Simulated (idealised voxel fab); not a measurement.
process module | voxel transistor to metal
cross-section cut | 300 nm wide | cells 5 nm
A cross-section is a grid of square cells, given in bands from the top down. A band is one or more rows of cells.
Each band's line starts with the height of the band's top and of its bottom, in nm. Then come its materials from left to right, each with its width in nm. One material with "throughout" fills the band from edge to edge. "air" is empty space.
Height 0 is the level under which the wafer as received is all one material. The lowest band goes on downwards, as in "0 down".
A width such as "30 to 40" changes by the same amount from each row of cells to the next, from the band's top row to its bottom row.
"no change" after a step means that no cell of the cross-section changed.
closed voids: empty space of 8 cells or more with no open way to the top, each as width x height at its distance from the left edge, in nm
after a step's settings: what the simulator itself notes on the step
overlay nm, on a step with a mask: how far to the right of its planned place the mask lay; to the left if negative
plan
1 op RECEIVE | material Si
2 op CONFORMAL_DEP | material SiO2 | thk nm 5
3 op CONFORMAL_DEP | material SiN | thk nm 10
4 op PATTERN | tone cover | mask id ACTIVE | material resist | width nm 100 | pitch nm 125 | thk nm 20 | overlay nm 0
5 op DIRECTIONAL_ETCH | etch materials SiN | depth nm 10
6 op DIRECTIONAL_ETCH | etch materials SiO2 | depth nm 5
7 op DIRECTIONAL_ETCH | etch materials Si | depth nm 20
8 op STRIP | etch materials resist
9 op FILL_DEP | material SiO2 | thk nm 5
10 op CMP | height nm 15
11 op SELECTIVE_ETCH | etch materials SiO2 | depth nm 5
12 op STRIP | etch materials SiN
13 op SELECTIVE_ETCH | etch materials SiO2 | depth nm 5
14 op OXIDIZE | depth nm 5
15 op DIRECTIONAL_DEP | material polySi | thk nm 25
16 op DIRECTIONAL_DEP | material SiCN | thk nm 10
17 op PATTERN | tone cover | mask id GATE | material resist | width nm 20 | pitch nm 125 | thk nm 20 | overlay nm 0
18 op DIRECTIONAL_ETCH | etch materials SiCN | depth nm 20
19 op DIRECTIONAL_ETCH | etch materials polySi | depth nm 35
20 op STRIP | etch materials resist
21 op CONFORMAL_DEP | material SiN | thk nm 10
22 op DIRECTIONAL_ETCH | etch materials SiN | depth nm 10
23 op DIRECTIONAL_ETCH | etch materials SiO2 | depth nm 5
24 op EPI | material nSi | thk nm 5
25 op FILL_DEP | material SiO2 | thk nm 5
26 op CMP | height nm 35
27 op DIRECTIONAL_DEP | material SiO2 | thk nm 10
28 op PATTERN | tone open | mask id CONTACT | material resist | width nm 25 | thk nm 20 | overlay nm -15
29 op DIRECTIONAL_ETCH | etch materials SiO2 | depth nm 45
30 op STRIP | etch materials resist
31 op CONFORMAL_DEP | material TiN | thk nm 5
32 op FILL_DEP | material W | thk nm 5
33 op CMP | height nm 45
34 op DIRECTIONAL_DEP | material TiN | thk nm 5
35 op DIRECTIONAL_DEP | material Ru | thk nm 25
36 op MASKED_ETCH | tone cover | mask id METAL_1 | width nm 15 | etch materials Ru | depth nm 25 | overlay nm 0
37 op MASKED_ETCH | tone cover | mask id METAL_1 | width nm 15 | etch materials TiN | depth nm 5 | overlay nm 0
38 op FILL_DEP | material SiO2 | thk nm 5
39 op CMP | height nm 75
40 op CONFORMAL_DEP | material SiN | thk nm 5
varied across the wafers: overlay nm of step 28. The plan shows the first wafer's value. All wafers start alike
first wafer as received, after step 1
  0 down: Si throughout
  closed voids: none
first wafer at the end, after step 40
  80 to 75: SiN throughout
  75 to 50: SiO2 45 | Ru 15 | SiO2 50 | Ru 15 | SiO2 45 | Ru 15 | SiO2 50 | Ru 15 | SiO2 50
  50 to 45: SiO2 45 | TiN 15 | SiO2 50 | TiN 15 | SiO2 45 | TiN 15 | SiO2 50 | TiN 15 | SiO2 50
  45 to 40: SiO2 30 | TiN 5 | W 15 | TiN 5 | SiO2 30 | TiN 5 | W 15 | TiN 5 | SiO2 45 | TiN 5 | W 15 | TiN 5 | SiO2 30 | TiN 5 | W 15 | TiN 5 | SiO2 65
  40 to 35: SiO2 30 | TiN 5 | W 15 | TiN 5 | SiO2 30 | TiN 25 | SiO2 45 | TiN 5 | W 15 | TiN 5 | SiO2 30 | TiN 25 | SiO2 65
  35 to 25: SiO2 30 | TiN 5 | W 15 | TiN 5 | SiO2 10 | SiN 10 | SiCN 20 | SiN 10 | TiN 5 | SiO2 45 | TiN 5 | W 15 | TiN 5 | SiO2 10 | SiN 10 | SiCN 20 | SiN 10 | TiN 5 | SiO2 65
  25 to 10: SiO2 30 | TiN 5 | W 15 | TiN 5 | SiO2 10 | SiN 10 | polySi 20 | SiN 10 | TiN 5 | SiO2 45 | TiN 5 | W 15 | TiN 5 | SiO2 10 | SiN 10 | polySi 20 | SiN 10 | TiN 5 | SiO2 65
  10 to 5: SiO2 30 | TiN 15 | W 5 | TiN 5 | SiO2 10 | SiN 10 | polySi 20 | SiN 10 | TiN 5 | SiO2 45 | TiN 15 | W 5 | TiN 5 | SiO2 10 | SiN 10 | polySi 20 | SiN 10 | TiN 5 | SiO2 65
  5 to 0: SiO2 30 | SiN 10 | TiN 15 | SiO2 10 | SiN 10 | polySi 20 | SiN 10 | TiN 5 | SiO2 20 | SiN 10 | SiO2 15 | SiN 10 | TiN 15 | SiO2 10 | SiN 10 | polySi 20 | SiN 10 | TiN 5 | SiO2 20 | SiN 10 | SiO2 35
  0 to -5: SiO2 40 | nSi 25 | SiO2 40 | nSi 25 | SiO2 35 | nSi 25 | SiO2 40 | nSi 25 | SiO2 45
  -5 to -20: SiO2 35 | Si 100 | SiO2 25 | Si 100 | SiO2 40
  -20 down: Si throughout
  closed voids: none
last wafer at the end
  80 to 75: SiN throughout
  75 to 50: SiO2 45 | Ru 15 | SiO2 50 | Ru 15 | SiO2 45 | Ru 15 | SiO2 50 | Ru 15 | SiO2 50
  50 to 45: SiO2 45 | TiN 15 | SiO2 50 | TiN 15 | SiO2 45 | TiN 15 | SiO2 50 | TiN 15 | SiO2 50
  45 to 40: SiO2 60 | TiN 5 | W 15 | TiN 5 | SiO2 30 | TiN 5 | W 15 | TiN 5 | SiO2 45 | TiN 5 | W 15 | TiN 5 | SiO2 30 | TiN 5 | W 15 | TiN 5 | SiO2 35
  40 to 35: SiO2 60 | TiN 25 | SiO2 30 | TiN 5 | W 15 | TiN 5 | SiO2 45 | TiN 25 | SiO2 30 | TiN 5 | W 15 | TiN 5 | SiO2 35
  35 to 25: SiO2 60 | TiN 5 | SiN 10 | SiCN 20 | SiN 10 | SiO2 10 | TiN 5 | W 15 | TiN 5 | SiO2 45 | TiN 5 | SiN 10 | SiCN 20 | SiN 10 | SiO2 10 | TiN 5 | W 15 | TiN 5 | SiO2 35
  25 to 10: SiO2 60 | TiN 5 | SiN 10 | polySi 20 | SiN 10 | SiO2 10 | TiN 5 | W 15 | TiN 5 | SiO2 45 | TiN 5 | SiN 10 | polySi 20 | SiN 10 | SiO2 10 | TiN 5 | W 15 | TiN 5 | SiO2 35
  10 to 5: SiO2 60 | TiN 5 | SiN 10 | polySi 20 | SiN 10 | SiO2 10 | TiN 5 | W 5 | TiN 15 | SiO2 45 | TiN 5 | SiN 10 | polySi 20 | SiN 10 | SiO2 10 | TiN 5 | W 5 | TiN 15 | SiO2 35
  5 to 0: SiO2 30 | SiN 10 | SiO2 20 | TiN 5 | SiN 10 | polySi 20 | SiN 10 | SiO2 10 | TiN 15 | SiN 10 | SiO2 15 | SiN 10 | SiO2 20 | TiN 5 | SiN 10 | polySi 20 | SiN 10 | SiO2 10 | TiN 15 | SiN 10 | SiO2 35
  0 to -5: SiO2 40 | nSi 25 | SiO2 40 | nSi 25 | SiO2 35 | nSi 25 | SiO2 40 | nSi 25 | SiO2 45
  -5 to -20: SiO2 35 | Si 100 | SiO2 25 | Si 100 | SiO2 40
  -20 down: Si throughout
  closed voids: none
each wafer at the end: cells of each material gained (+) or lost (-) since it was received, then its closed voids
overlay nm -15 | +60 Ru | -120 Si | +16 SiCN | +124 SiN | +688 SiO2 | +82 TiN | +50 W | +20 nSi | +40 polySi | closed voids: none
overlay nm -10 | +60 Ru | -120 Si | +16 SiCN | +124 SiN | +672 SiO2 | +96 TiN | +52 W | +20 nSi | +40 polySi | closed voids: none
overlay nm -5 | +60 Ru | -120 Si | +16 SiCN | +124 SiN | +656 SiO2 | +96 TiN | +68 W | +20 nSi | +40 polySi | closed voids: none
overlay nm 0 | +60 Ru | -120 Si | +16 SiCN | +124 SiN | +656 SiO2 | +96 TiN | +68 W | +20 nSi | +40 polySi | closed voids: none
overlay nm 5 | +60 Ru | -120 Si | +16 SiCN | +124 SiN | +656 SiO2 | +96 TiN | +68 W | +20 nSi | +40 polySi | closed voids: none
overlay nm 10 | +60 Ru | -120 Si | +16 SiCN | +124 SiN | +672 SiO2 | +96 TiN | +52 W | +20 nSi | +40 polySi | closed voids: none
overlay nm 15 | +60 Ru | -120 Si | +16 SiCN | +124 SiN | +688 SiO2 | +82 TiN | +50 W | +20 nSi | +40 polySi | closed voids: none
